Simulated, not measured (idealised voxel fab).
A process module follows: voxel transistor to metal.
FYI the section here is cut, 265 nm wide, cells are 5 nm squares.
Cross-section format: a grid of square cells, given as bands from top to bottom; each band is one or more rows of cells.
Quick guide to a band line: top height, bottom height (nm) up front; then every material left to right with its width in nm. Only one material and it's marked "throughout"? Then it fills the band edge to edge. And "blank" just means empty space.
Below 0: as-received wafer, all one material; heights counted from there. Lowest band: no bottom, goes on down, written "top 0, no bottom".
Graded width ("30 to 40"): value in top row of band = first number; value in bottom row = second number; row-to-row change constant.
Reading "no change" for a step: not a cell of the cross-section changed in it.
"Internal closed voids" - sealed voids, min. 8 cells, no opening to top; format: width x height at distance (distance from left edge; nm throughout).
What comes after the settings on a step's line is commentary from the simulator itself on that step.
If you see "overlay nm" on a step's line and that step has a mask, it's telling you how far right of where it was planned the mask ended up; a negative number means it went left instead.
Pairs, read this way: before one process step on the one hand, after it on the other, the after cross-section ending at the lowest band that changed; the step between, settings included, beneath. Same starting wafer throughout, but possibly different runs of this module, so no pair continues from the pair above unless its entry headed "Before the step" says so.

## Before the step
top 125, bottom 115: aC 25, blank 15, aC 110, blank 15, aC 100
top 115, bottom 95: SiO2 25, blank 15, SiO2 110, blank 15, SiO2 100
top 95, bottom 80: SiO2 throughout
top 80, bottom 75: SiCN throughout
top 75, bottom 70: SiO2 25, Ru 15, SiO2 60, Ru 15, SiO2 35, Ru 15, SiO2 60, Ru 15, SiO2 25
top 70, bottom 65: SiO2 25, TiN 15, SiO2 60, TiN 15, SiO2 35, TiN 15, SiO2 60, TiN 15, SiO2 25
top 65, bottom 55: Ru throughout
top 55, bottom 50: TiN 30, Ru 20, TiN 40, Ru 20, TiN 45, Ru 20, TiN 40, Ru 20, TiN 30
top 50, bottom 40: SiO2 25, TiN 5, Ru 20, TiN 5, SiO2 30, TiN 5, Ru 20, TiN 5, SiO2 35, TiN 5, Ru 20, TiN 5, SiO2 30, TiN 5, Ru 20, TiN 5, SiO2 25
top 40, bottom 35: SiO2 25, TiN 5, Ru 15, TiN 10, SiO2 30, TiN 10, Ru 15, TiN 5, SiO2 35, TiN 5, Ru 15, TiN 10, SiO2 30, TiN 10, Ru 15, TiN 5, SiO2 25
top 35, bottom 20: SiO2 25, TiN 5, Ru 15, TiN 5, SiN 10, SiCN 20, SiN 10, TiN 5, Ru 15, TiN 5, SiO2 35, TiN 5, Ru 15, TiN 5, SiN 10, SiCN 20, SiN 10, TiN 5, Ru 15, TiN 5, SiO2 25
top 20, bottom 5: SiO2 25, TiN 5, Ru 15, TiN 5, SiN 10, polySi 20, SiN 10, TiN 5, Ru 15, TiN 5, SiO2 35, TiN 5, Ru 15, TiN 5, SiN 10, polySi 20, SiN 10, TiN 5, Ru 15, TiN 5, SiO2 25
top 5, bottom 0: SiO2 25, TiN 25, SiN 10, polySi 20, SiN 10, TiN 25, SiO2 35, TiN 25, SiN 10, polySi 20, SiN 10, TiN 25, SiO2 25
top 0, bottom -5: SiO2 20, pSi 30, SiO2 40, pSi 30, SiO2 25, pSi 30, SiO2 40, pSi 30, SiO2 20
top -5, bottom -40: SiO2 25, Si 90, SiO2 35, Si 90, SiO2 25
top -40, no bottom: Si throughout
Internal closed voids: none

## Step Result
top 125, bottom 115: aC 25, blank 15, aC 110, blank 15, aC 100
top 115, bottom 80: SiO2 25, blank 15, SiO2 110, blank 15, SiO2 100
No changes below 80.
Internal closed voids: none
Processing between the before and after sections above: DIRECTIONAL_ETCH [etch materials SiO2] [depth nm 15]

Before the step: carried over from the after image of the pair right above.

## Step Result
top 125, bottom 115: aC 25, blank 15, aC 110, blank 15, aC 100
top 115, bottom 80: SiO2 25, blank 15, SiO2 110, blank 15, SiO2 100
top 80, bottom 75: SiCN 25, blank 15, SiCN 110, blank 15, SiCN 100
No changes below 75.
Internal closed voids: none
Processing between the before and after sections above: DIRECTIONAL_ETCH [etch materials SiCN] [depth nm 5]

Before the step: carried over from the after image of the pair right above.

## Step Result
top 115, bottom 80: SiO2 25, blank 15, SiO2 110, blank 15, SiO2 100
No changes below 80.
Internal closed voids: none
Processing between the before and after sections above: STRIP [etch materials aC]

Before the step: carried over from the after image of the pair right above.

## Step Result
top 120, bottom 115: TiN 30, blank 5, TiN 120, blank 5, TiN 105
top 115, bottom 80: SiO2 25, TiN 5, blank 5, TiN 5, SiO2 110, TiN 5, blank 5, TiN 5, SiO2 100
top 80, bottom 75: SiCN 25, TiN 15, SiCN 110, TiN 15, SiCN 100
No changes below 75.
Internal closed voids: none
Processing between the before and after sections above: CONFORMAL_DEP [material TiN] [thk nm 5]

Before the step: carried over from the after image of the pair right above.

## Step Result
top 130, bottom 120: Cu throughout
top 120, bottom 115: TiN 30, Cu 5, TiN 120, Cu 5, TiN 105
top 115, bottom 80: SiO2 25, TiN 5, Cu 5, TiN 5, SiO2 110, TiN 5, Cu 5, TiN 5, SiO2 100
No changes below 80.
Internal closed voids: none
Processing between the before and after sections above: FILL_DEP [material Cu] [thk nm 10]

Before the step: carried over from the after image of the pair right above.

## Step Result
top 115, bottom 80: SiO2 25, TiN 5, Cu 5, TiN 5, SiO2 110, TiN 5, Cu 5, TiN 5, SiO2 100
No changes below 80.
Internal closed voids: none
Processing between the before and after sections above: CMP [height nm 115]

Before the step: carried over from the after image of the pair right above.

## Step Result
top 120, bottom 115: SiCN throughout
No changes below 115.
Internal closed voids: none
Processing between the before and after sections above: CONFORMAL_DEP [material SiCN] [thk nm 5]

## Before the step
top 35, bottom 20: SiCN throughout
top 20, bottom 0: polySi throughout
top 0, bottom -5: SiO2 throughout
top -5, bottom -40: SiO2 25, Si 90, SiO2 35, Si 90, SiO2 25
top -40, no bottom: Si throughout
Internal closed voids: none

## Step Result
top 50, bottom 20: SiCN throughout
No changes below 20.
Internal closed voids: none
Processing between the before and after sections above: DIRECTIONAL_DEP [material SiCN] [thk nm 15]

Before the step: carried over from the after image of the pair right above.

## Step Result
top 50, bottom 25: blank 60, SiCN 20, blank 105, SiCN 20, blank 60
No changes below 25.
Internal closed voids: none
Processing between the before and after sections above: MASKED_ETCH [tone cover] [mask id GATE] [width nm 20] [pitch nm 125] [etch materials SiCN] [depth nm 25] [overlay nm 0]

Before the step: carried over from the after image of the pair right above.

## Step Result
top 60, bottom 50: blank 50, SiN 40, blank 85, SiN 40, blank 50
top 50, bottom 35: blank 50, SiN 10, SiCN 20, SiN 10, blank 85, SiN 10, SiCN 20, SiN 10, blank 50
top 35, bottom 25: SiN 60, SiCN 20, SiN 105, SiCN 20, SiN 60
No changes below 25.
Internal closed voids: none
Processing between the before and after sections above: CONFORMAL_DEP [material SiN] [thk nm 10]

Before the step: carried over from the after image of the pair right above.

## Step Result
top 50, bottom 25: blank 50, SiN 10, SiCN 20, SiN 10, blank 85, SiN 10, SiCN 20, SiN 10, blank 50
No changes below 25.
Internal closed voids: none
Processing between the before and after sections above: DIRECTIONAL_ETCH [etch materials SiN] [depth nm 10]

Before the step: carried over from the after image of the pair right above.

## Step Result
top 55, bottom 50: SiO2 throughout
top 50, bottom 25: SiO2 50, SiN 10, SiCN 20, SiN 10, SiO2 85, SiN 10, SiCN 20, SiN 10, SiO2 50
No changes below 25.
Internal closed voids: none
Processing between the before and after sections above: FILL_DEP [material SiO2] [thk nm 5]

Before the step: carried over from the after image of the pair right above.

## Step Result
top 35, bottom 25: SiO2 50, SiN 10, SiCN 20, SiN 10, SiO2 85, SiN 10, SiCN 20, SiN 10, SiO2 50
No changes below 25.
Internal closed voids: none
Processing between the before and after sections above: CMP [height nm 35]

Before the step: carried over from the after image of the pair right above.

## Step Result
top 50, bottom 35: SiO2 throughout
No changes below 35.
Internal closed voids: none
Processing between the before and after sections above: DIRECTIONAL_DEP [material SiO2] [thk nm 15]

Before the step: carried over from the after image of the pair right above.

## Step Result
top 60, bottom 50: aC throughout
No changes below 50.
Internal closed voids: none
Processing between the before and after sections above: DIRECTIONAL_DEP [material aC] [thk nm 10]

Before the step: carried over from the after image of the pair right above.

## Step Result
top 85, bottom 60: resist 25, blank 30, resist 30, blank 30, resist 35, blank 30, resist 30, blank 30, resist 25
No changes below 60.
Internal closed voids: none
Processing between the before and after sections above: PATTERN [tone open] [mask id CONTACT] [material resist] [width nm 30] [thk nm 25] [overlay nm 0]

Before the step: carried over from the after image of the pair right above.

## Step Result
top 75, bottom 60: resist 25, blank 30, resist 30, blank 30, resist 35, blank 30, resist 30, blank 30, resist 25
top 60, bottom 50: aC 25, blank 30, aC 30, blank 30, aC 35, blank 30, aC 30, blank 30, aC 25
No changes below 50.
Internal closed voids: none
Processing between the before and after sections above: DIRECTIONAL_ETCH [etch materials aC] [depth nm 10]

Before the step: carried over from the after image of the pair right above.

## Step Result
top 60, bottom 50: aC 25, blank 30, aC 30, blank 30, aC 35, blank 30, aC 30, blank 30, aC 25
No changes below 50.
Internal closed voids: none
Processing between the before and after sections above: STRIP [etch materials resist]

Before the step: carried over from the after image of the pair right above.

## Step Result
top 60, bottom 50: aC 25, blank 30, aC 30, blank 30, aC 35, blank 30, aC 30, blank 30, aC 25
top 50, bottom 35: SiO2 25, blank 30, SiO2 30, blank 30, SiO2 35, blank 30, SiO2 30, blank 30, SiO2 25
top 35, bottom 25: SiO2 25, blank 25, SiN 10, SiCN 20, SiN 10, blank 25, SiO2 35, blank 25, SiN 10, SiCN 20, SiN 10, blank 25, SiO2 25
No changes below 25.
Internal closed voids: none
Processing between the before and after sections above: DIRECTIONAL_ETCH [etch materials SiO2] [depth nm 50]

Before the step: carried over from the after image of the pair right above.

## Step Result
top 50, bottom 35: SiO2 25, blank 30, SiO2 30, blank 30, SiO2 35, blank 30, SiO2 30, blank 30, SiO2 25
No changes below 35.
Internal closed voids: none
Processing between the before and after sections above: STRIP [etch materials aC]

Before the step: carried over from the after image of the pair right above.

## Step Result
top 55, bottom 50: TiN 30, blank 20, TiN 40, blank 20, TiN 45, blank 20, TiN 40, blank 20, TiN 30
top 50, bottom 40: SiO2 25, TiN 5, blank 20, TiN 5, SiO2 30, TiN 5, blank 20, TiN 5, SiO2 35, TiN 5, blank 20, TiN 5, SiO2 30, TiN 5, blank 20, TiN 5, SiO2 25
top 40, bottom 35: SiO2 25, TiN 5, blank 15, TiN 10, SiO2 30, TiN 10, blank 15, TiN 5, SiO2 35, TiN 5, blank 15, TiN 10, SiO2 30, TiN 10, blank 15, TiN 5, SiO2 25
top 35, bottom 30: SiO2 25, TiN 5, blank 15, TiN 5, SiN 10, SiCN 20, SiN 10, TiN 5, blank 15, TiN 5, SiO2 35, TiN 5, blank 15, TiN 5, SiN 10, SiCN 20, SiN 10, TiN 5, blank 15, TiN 5, SiO2 25
top 30, bottom 25: SiO2 25, TiN 25, SiN 10, SiCN 20, SiN 10, TiN 25, SiO2 35, TiN 25, SiN 10, SiCN 20, SiN 10, TiN 25, SiO2 25
No changes below 25.
Internal closed voids: none
Processing between the before and after sections above: CONFORMAL_DEP [material TiN] [thk nm 5]

Before the step: carried over from the after image of the pair right above.

## Step Result
top 65, bottom 55: Ru throughout
top 55, bottom 50: TiN 30, Ru 20, TiN 40, Ru 20, TiN 45, Ru 20, TiN 40, Ru 20, TiN 30
top 50, bottom 40: SiO2 25, TiN 5, Ru 20, TiN 5, SiO2 30, TiN 5, Ru 20, TiN 5, SiO2 35, TiN 5, Ru 20, TiN 5, SiO2 30, TiN 5, Ru 20, TiN 5, SiO2 25
top 40, bottom 35: SiO2 25, TiN 5, Ru 15, TiN 10, SiO2 30, TiN 10, Ru 15, TiN 5, SiO2 35, TiN 5, Ru 15, TiN 10, SiO2 30, TiN 10, Ru 15, TiN 5, SiO2 25
top 35, bottom 30: SiO2 25, TiN 5, Ru 15, TiN 5, SiN 10, SiCN 20, SiN 10, TiN 5, Ru 15, TiN 5, SiO2 35, TiN 5, Ru 15, TiN 5, SiN 10, SiCN 20, SiN 10, TiN 5, Ru 15, TiN 5, SiO2 25
No changes below 30.
Internal closed voids: none
Processing between the before and after sections above: FILL_DEP [material Ru] [thk nm 10]

Before the step: carried over from the after image of the pair right above.

## Step Result
top 50, bottom 40: SiO2 25, TiN 5, Ru 20, TiN 5, SiO2 30, TiN 5, Ru 20, TiN 5, SiO2 35, TiN 5, Ru 20, TiN 5, SiO2 30, TiN 5, Ru 20, TiN 5, SiO2 25
No changes below 40.
Internal closed voids: none
Processing between the before and after sections above: CMP [height nm 50]

Before the step: carried over from the after image of the pair right above.

## Step Result
top 55, bottom 50: TiN throughout
No changes below 50.
Internal closed voids: none
Processing between the before and after sections above: DIRECTIONAL_DEP [material TiN] [thk nm 5]

Before the step: carried over from the after image of the pair right above.

## Step Result
top 75, bottom 55: Ru throughout
No changes below 55.
Internal closed voids: none
Processing between the before and after sections above: DIRECTIONAL_DEP [material Ru] [thk nm 20]

Before the step: carried over from the after image of the pair right above.

## Step Result
top 90, bottom 75: blank 25, resist 15, blank 60, resist 15, blank 35, resist 15, blank 60, resist 15, blank 25
No changes below 75.
Internal closed voids: none
Processing between the before and after sections above: PATTERN [tone cover] [mask id METAL_1] [material resist] [width nm 15] [thk nm 15] [overlay nm 0]

Before the step: carried over from the after image of the pair right above.

## Step Result
top 90, bottom 75: blank 25, resist 15, blank 60, resist 15, blank 35, resist 15, blank 60, resist 15, blank 25
top 75, bottom 55: blank 25, Ru 15, blank 60, Ru 15, blank 35, Ru 15, blank 60, Ru 15, blank 25
No changes below 55.
Internal closed voids: none
Processing between the before and after sections above: DIRECTIONAL_ETCH [etch materials Ru] [depth nm 20]

Before the step: carried over from the after image of the pair right above.

## Step Result
top 90, bottom 75: blank 25, resist 15, blank 60, resist 15, blank 35, resist 15, blank 60, resist 15, blank 25
top 75, bottom 55: blank 25, Ru 15, blank 60, Ru 15, blank 35, Ru 15, blank 60, Ru 15, blank 25
top 55, bottom 50: blank 25, TiN 15, blank 60, TiN 15, blank 35, TiN 15, blank 60, TiN 15, blank 25
No changes below 50.
Internal closed voids: none
Processing between the before and after sections above: DIRECTIONAL_ETCH [etch materials TiN] [depth nm 5]

Before the step: carried over from the after image of the pair right above.

## Step Result
top 75, bottom 55: blank 25, Ru 15, blank 60, Ru 15, blank 35, Ru 15, blank 60, Ru 15, blank 25
No changes below 55.
Internal closed voids: none
Processing between the before and after sections above: STRIP [etch materials resist]

Before the step: carried over from the after image of the pair right above.

## Step Result
top 80, bottom 75: SiO2 throughout
top 75, bottom 55: SiO2 25, Ru 15, SiO2 60, Ru 15, SiO2 35, Ru 15, SiO2 60, Ru 15, SiO2 25
top 55, bottom 50: SiO2 25, TiN 15, SiO2 60, TiN 15, SiO2 35, TiN 15, SiO2 60, TiN 15, SiO2 25
No changes below 50.
Internal closed voids: none
Processing between the before and after sections above: FILL_DEP [material SiO2] [thk nm 5]

Before the step: carried over from the after image of the pair right above.

## Step Result
top 75, bottom 55: SiO2 25, Ru 15, SiO2 60, Ru 15, SiO2 35, Ru 15, SiO2 60, Ru 15, SiO2 25
No changes below 55.
Internal closed voids: none
Processing between the before and after sections above: CMP [height nm 75]

Before the step: carried over from the after image of the pair right above.

## Step Result
top 80, bottom 75: SiCN throughout
No changes below 75.
Internal closed voids: none
Processing between the before and after sections above: CONFORMAL_DEP [material SiCN] [thk nm 5]

Before the step: carried over from the after image of the pair right above.

## Step Result
top 115, bottom 80: SiO2 throughout
No changes below 80.
Internal closed voids: none
Processing between the before and after sections above: DIRECTIONAL_DEP [material SiO2] [thk nm 35]

Before the step: carried over from the after image of the pair right above.

## Step Result
top 130, bottom 115: aC throughout
No changes below 115.
Internal closed voids: none
Processing between the before and after sections above: DIRECTIONAL_DEP [material aC] [thk nm 15]

Before the step: carried over from the after image of the pair right above.

## Step Result
top 160, bottom 130: resist 25, blank 15, resist 110, blank 15, resist 100
No changes below 130.
Internal closed voids: none
Processing between the before and after sections above: PATTERN [tone open] [mask id METAL_2] [material resist] [width nm 15] [pitch nm 125] [thk nm 30] [overlay nm 0]

Before the step: carried over from the after image of the pair right above.

## Step Result
top 145, bottom 130: resist 25, blank 15, resist 110, blank 15, resist 100
top 130, bottom 115: aC 25, blank 15, aC 110, blank 15, aC 100
No changes below 115.
Internal closed voids: none
Processing between the before and after sections above: DIRECTIONAL_ETCH [etch materials aC] [depth nm 15]

Before the step: carried over from the after image of the pair right above.

## Step Result
top 130, bottom 115: aC 25, blank 15, aC 110, blank 15, aC 100
No changes below 115.
Internal closed voids: none
Processing between the before and after sections above: STRIP [etch materials resist]

Before the step: carried over from the after image of the pair right above.

## Step Result
top 130, bottom 115: aC 25, blank 15, aC 110, blank 15, aC 100
top 115, bottom 95: SiO2 25, blank 15, SiO2 110, blank 15, SiO2 100
No changes below 95.
Internal closed voids: none
Processing between the before and after sections above: DIRECTIONAL_ETCH [etch materials SiO2] [depth nm 20]

Before the step: carried over from the after image of the pair right above.

## Step Result
top 115, bottom 95: SiO2 25, blank 15, SiO2 110, blank 15, SiO2 100
No changes below 95.
Internal closed voids: none
Processing between the before and after sections above: STRIP [etch materials aC]

Before the step: carried over from the after image of the pair right above.

## Step Result
top 125, bottom 115: aC 25, blank 15, aC 110, blank 15, aC 100
top 115, bottom 105: SiO2 25, blank 15, SiO2 110, blank 15, SiO2 100
top 105, bottom 95: SiO2 25, aC 15, SiO2 110, aC 15, SiO2 100
No changes below 95.
Internal closed voids: none
Processing between the before and after sections above: DIRECTIONAL_DEP [material aC] [thk nm 10]

Before the step: carried over from the after image of the pair right above.

## Step Result
top 150, bottom 125: resist 25, blank 15, resist 110, blank 15, resist 100
No changes below 125.
Internal closed voids: none
Processing between the before and after sections above: PATTERN [tone open] [mask id METAL_2_HOLES] [material resist] [width nm 15] [pitch nm 125] [thk nm 25] [overlay nm 0]

Before the step: carried over from the after image of the pair right above.

## Step Result
top 140, bottom 125: resist 25, blank 15, resist 110, blank 15, resist 100
top 125, bottom 115: aC 25, blank 15, aC 110, blank 15, aC 100
top 115, bottom 95: SiO2 25, blank 15, SiO2 110, blank 15, SiO2 100
No changes below 95.
Internal closed voids: none
Processing between the before and after sections above: DIRECTIONAL_ETCH [etch materials aC] [depth nm 10]

Before the step: carried over from the after image of the pair right above.

## Step Result
top 125, bottom 115: aC 25, blank 15, aC 110, blank 15, aC 100
No changes below 115.
Internal closed voids: none
Processing between the before and after sections above: STRIP [etch materials resist]

Before the step: carried over from the after image of the pair right above.

## Step Result
top 125, bottom 115: aC 25, blank 15, aC 110, blank 15, aC 100
top 115, bottom 80: SiO2 25, blank 15, SiO2 110, blank 15, SiO2 100
No changes below 80.
Internal closed voids: none
Processing between the before and after sections above: DIRECTIONAL_ETCH [etch materials SiO2] [depth nm 15]

Before the step: carried over from the after image of the pair right above.

## Step Result
top 125, bottom 115: aC 25, blank 15, aC 110, blank 15, aC 100
top 115, bottom 80: SiO2 25, blank 15, SiO2 110, blank 15, SiO2 100
top 80, bottom 75: SiCN 25, blank 15, SiCN 110, blank 15, SiCN 100
No changes below 75.
Internal closed voids: none
Processing between the before and after sections above: DIRECTIONAL_ETCH [etch materials SiCN] [depth nm 5]

Before the step: carried over from the after image of the pair right above.

## Step Result
top 115, bottom 80: SiO2 25, blank 15, SiO2 110, blank 15, SiO2 100
No changes below 80.
Internal closed voids: none
Processing between the before and after sections above: STRIP [etch materials aC]

Before the step: carried over from the after image of the pair right above.

## Step Result
top 120, bottom 115: TiN 30, blank 5, TiN 120, blank 5, TiN 105
top 115, bottom 80: SiO2 25, TiN 5, blank 5, TiN 5, SiO2 110, TiN 5, blank 5, TiN 5, SiO2 100
top 80, bottom 75: SiCN 25, TiN 15, SiCN 110, TiN 15, SiCN 100
No changes below 75.
Internal closed voids: none
Processing between the before and after sections above: CONFORMAL_DEP [material TiN] [thk nm 5]

Before the step: carried over from the after image of the pair right above.

## Step Result
top 130, bottom 120: Cu throughout
top 120, bottom 115: TiN 30, Cu 5, TiN 120, Cu 5, TiN 105
top 115, bottom 80: SiO2 25, TiN 5, Cu 5, TiN 5, SiO2 110, TiN 5, Cu 5, TiN 5, SiO2 100
No changes below 80.
Internal closed voids: none
Processing between the before and after sections above: FILL_DEP [material Cu] [thk nm 10]

Before the step: carried over from the after image of the pair right above.

## Step Result
top 115, bottom 80: SiO2 25, TiN 5, Cu 5, TiN 5, SiO2 110, TiN 5, Cu 5, TiN 5, SiO2 100
No changes below 80.
Internal closed voids: none
Processing between the before and after sections above: CMP [height nm 115]

Before the step: carried over from the after image of the pair right above.

## Step Result
top 120, bottom 115: SiCN throughout
No changes below 115.
Internal closed voids: none
Processing between the before and after sections above: CONFORMAL_DEP [material SiCN] [thk nm 5]

## Before the step
top 20, bottom 5: blank 20, SiN 100, blank 25, SiN 100, blank 20
top 5, bottom 0: SiO2 throughout
top 0, bottom -40: SiO2 25, Si 90, SiO2 35, Si 90, SiO2 25
top -40, no bottom: Si throughout
Internal closed voids: none

## Step Result
top 20, bottom 5: blank 20, SiN 100, blank 25, SiN 100, blank 20
top 5, bottom 0: blank 25, SiO2 90, blank 35, SiO2 90, blank 25
No changes below 0.
Internal closed voids: none
Processing between the before and after sections above: SELECTIVE_ETCH [etch materials SiO2] [depth nm 5]

Before the step: carried over from the after image of the pair right above.

## Step Result
top 5, bottom 0: blank 25, SiO2 90, blank 35, SiO2 90, blank 25
No changes below 0.
Internal closed voids: none
Processing between the before and after sections above: STRIP [etch materials SiN]

Before the step: carried over from the after image of the pair right above.

## Step Result
top 25, bottom 20: blank 25, polySi 90, blank 35, polySi 90, blank 25
top 20, bottom 5: polySi throughout
top 5, bottom 0: polySi 25, SiO2 90, polySi 35, SiO2 90, polySi 25
No changes below 0.
Internal closed voids: none
Processing between the before and after sections above: DIRECTIONAL_DEP [material polySi] [thk nm 20]

Before the step: carried over from the after image of the pair right above.

## Step Result
top 40, bottom 35: blank 25, SiCN 90, blank 35, SiCN 90, blank 25
top 35, bottom 25: SiCN throughout
top 25, bottom 20: SiCN 25, polySi 90, SiCN 35, polySi 90, SiCN 25
No changes below 20.
Internal closed voids: none
Processing between the before and after sections above: DIRECTIONAL_DEP [material SiCN] [thk nm 15]

Before the step: carried over from the after image of the pair right above.

## Step Result
top 40, bottom 25: blank 60, SiCN 20, blank 105, SiCN 20, blank 60
top 25, bottom 20: blank 25, polySi 90, blank 35, polySi 90, blank 25
No changes below 20.
Internal closed voids: none
Processing between the before and after sections above: MASKED_ETCH [tone cover] [mask id GATE] [width nm 20] [pitch nm 125] [etch materials SiCN] [depth nm 25] [overlay nm 0]

Before the step: carried over from the after image of the pair right above.

## Step Result
top 40, bottom 25: blank 60, SiCN 20, blank 105, SiCN 20, blank 60
top 25, bottom 5: blank 60, polySi 20, blank 105, polySi 20, blank 60
top 5, bottom 0: blank 25, SiO2 90, blank 35, SiO2 90, blank 25
No changes below 0.
Internal closed voids: none
Processing between the before and after sections above: MASKED_ETCH [tone cover] [mask id GATE] [width nm 20] [pitch nm 125] [etch materials polySi] [depth nm 30] [overlay nm 0]

Before the step: carried over from the after image of the pair right above.

## Step Result
top 50, bottom 40: blank 50, SiN 40, blank 85, SiN 40, blank 50
top 40, bottom 25: blank 50, SiN 10, SiCN 20, SiN 10, blank 85, SiN 10, SiCN 20, SiN 10, blank 50
top 25, bottom 15: blank 50, SiN 10, polySi 20, SiN 10, blank 85, SiN 10, polySi 20, SiN 10, blank 50
top 15, bottom 10: blank 15, SiN 45, polySi 20, SiN 45, blank 15, SiN 45, polySi 20, SiN 45, blank 15
top 10, bottom 5: SiN 60, polySi 20, SiN 105, polySi 20, SiN 60
top 5, bottom 0: SiN 25, SiO2 90, SiN 35, SiO2 90, SiN 25
No changes below 0.
Internal closed voids: none
Processing between the before and after sections above: CONFORMAL_DEP [material SiN] [thk nm 10]

Before the step: carried over from the after image of the pair right above.

## Step Result
top 40, bottom 25: blank 50, SiN 10, SiCN 20, SiN 10, blank 85, SiN 10, SiCN 20, SiN 10, blank 50
top 25, bottom 5: blank 50, SiN 10, polySi 20, SiN 10, blank 85, SiN 10, polySi 20, SiN 10, blank 50
top 5, bottom 0: blank 15, SiN 10, SiO2 90, SiN 10, blank 15, SiN 10, SiO2 90, SiN 10, blank 15
No changes below 0.
Internal closed voids: none
Processing between the before and after sections above: DIRECTIONAL_ETCH [etch materials SiN] [depth nm 10]

Before the step: carried over from the after image of the pair right above.

## Step Result
top 40, bottom 25: blank 50, SiN 10, SiCN 20, SiN 10, blank 85, SiN 10, SiCN 20, SiN 10, blank 50
top 25, bottom 5: blank 50, SiN 10, polySi 20, SiN 10, blank 85, SiN 10, polySi 20, SiN 10, blank 50
top 5, bottom 0: blank 15, SiN 10, blank 25, SiO2 40, blank 25, SiN 10, blank 15, SiN 10, blank 25, SiO2 40, blank 25, SiN 10, blank 15
top 0, bottom -5: blank 15, SiO2 10, Si 90, SiO2 10, blank 15, SiO2 10, Si 90, SiO2 10, blank 15
No changes below -5.
Internal closed voids: none
Processing between the before and after sections above: DIRECTIONAL_ETCH [etch materials SiO2] [depth nm 5]

Before the step: carried over from the after image of the pair right above.

## Step Result
top 40, bottom 25: blank 50, SiN 10, SiCN 20, SiN 10, blank 85, SiN 10, SiCN 20, SiN 10, blank 50
top 25, bottom 5: blank 50, SiN 10, polySi 20, SiN 10, blank 85, SiN 10, polySi 20, SiN 10, blank 50
top 5, bottom 0: blank 15, SiN 10, pSi 25, SiO2 40, pSi 25, SiN 10, blank 15, SiN 10, pSi 25, SiO2 40, pSi 25, SiN 10, blank 15
No changes below 0.
Internal closed voids: none
Processing between the before and after sections above: EPI [material pSi] [thk nm 5]

Before the step: carried over from the after image of the pair right above.

## Step Result
top 45, bottom 40: SiO2 throughout
top 40, bottom 25: SiO2 50, SiN 10, SiCN 20, SiN 10, SiO2 85, SiN 10, SiCN 20, SiN 10, SiO2 50
top 25, bottom 5: SiO2 50, SiN 10, polySi 20, SiN 10, SiO2 85, SiN 10, polySi 20, SiN 10, SiO2 50
top 5, bottom 0: SiO2 15, SiN 10, pSi 25, SiO2 40, pSi 25, SiN 10, SiO2 15, SiN 10, pSi 25, SiO2 40, pSi 25, SiN 10, SiO2 15
top 0, bottom -40: SiO2 25, Si 90, SiO2 35, Si 90, SiO2 25
No changes below -40.
Internal closed voids: none
Processing between the before and after sections above: FILL_DEP [material SiO2] [thk nm 5]

Before the step: carried over from the after image of the pair right above.

## Step Result
top 35, bottom 25: SiO2 50, SiN 10, SiCN 20, SiN 10, SiO2 85, SiN 10, SiCN 20, SiN 10, SiO2 50
No changes below 25.
Internal closed voids: none
Processing between the before and after sections above: CMP [height nm 35]

Before the step: carried over from the after image of the pair right above.

## Step Result
top 50, bottom 35: SiO2 throughout
No changes below 35.
Internal closed voids: none
Processing between the before and after sections above: DIRECTIONAL_DEP [material SiO2] [thk nm 15]

Before the step: carried over from the after image of the pair right above.

## Step Result
top 60, bottom 50: aC throughout
No changes below 50.
Internal closed voids: none
Processing between the before and after sections above: DIRECTIONAL_DEP [material aC] [thk nm 10]

Before the step: carried over from the after image of the pair right above.

## Step Result
top 85, bottom 60: resist 25, blank 30, resist 30, blank 30, resist 35, blank 30, resist 30, blank 30, resist 25
No changes below 60.
Internal closed voids: none
Processing between the before and after sections above: PATTERN [tone open] [mask id CONTACT] [material resist] [width nm 30] [thk nm 25] [overlay nm 0]

Before the step: carried over from the after image of the pair right above.

## Step Result
top 75, bottom 60: resist 25, blank 30, resist 30, blank 30, resist 35, blank 30, resist 30, blank 30, resist 25
top 60, bottom 50: aC 25, blank 30, aC 30, blank 30, aC 35, blank 30, aC 30, blank 30, aC 25
No changes below 50.
Internal closed voids: none
Processing between the before and after sections above: DIRECTIONAL_ETCH [etch materials aC] [depth nm 10]

Before the step: carried over from the after image of the pair right above.

## Step Result
top 60, bottom 50: aC 25, blank 30, aC 30, blank 30, aC 35, blank 30, aC 30, blank 30, aC 25
No changes below 50.
Internal closed voids: none
Processing between the before and after sections above: STRIP [etch materials resist]

Before the step: carried over from the after image of the pair right above.

## Step Result
top 60, bottom 50: aC 25, blank 30, aC 30, blank 30, aC 35, blank 30, aC 30, blank 30, aC 25
top 50, bottom 35: SiO2 25, blank 30, SiO2 30, blank 30, SiO2 35, blank 30, SiO2 30, blank 30, SiO2 25
top 35, bottom 25: SiO2 25, blank 25, SiN 10, SiCN 20, SiN 10, blank 25, SiO2 35, blank 25, SiN 10, SiCN 20, SiN 10, blank 25, SiO2 25
top 25, bottom 5: SiO2 25, blank 25, SiN 10, polySi 20, SiN 10, blank 25, SiO2 35, blank 25, SiN 10, polySi 20, SiN 10, blank 25, SiO2 25
No changes below 5.
Internal closed voids: none
Processing between the before and after sections above: DIRECTIONAL_ETCH [etch materials SiO2] [depth nm 50]

Before the step: carried over from the after image of the pair right above.

## Step Result
top 50, bottom 35: SiO2 25, blank 30, SiO2 30, blank 30, SiO2 35, blank 30, SiO2 30, blank 30, SiO2 25
No changes below 35.
Internal closed voids: none
Processing between the before and after sections above: STRIP [etch materials aC]
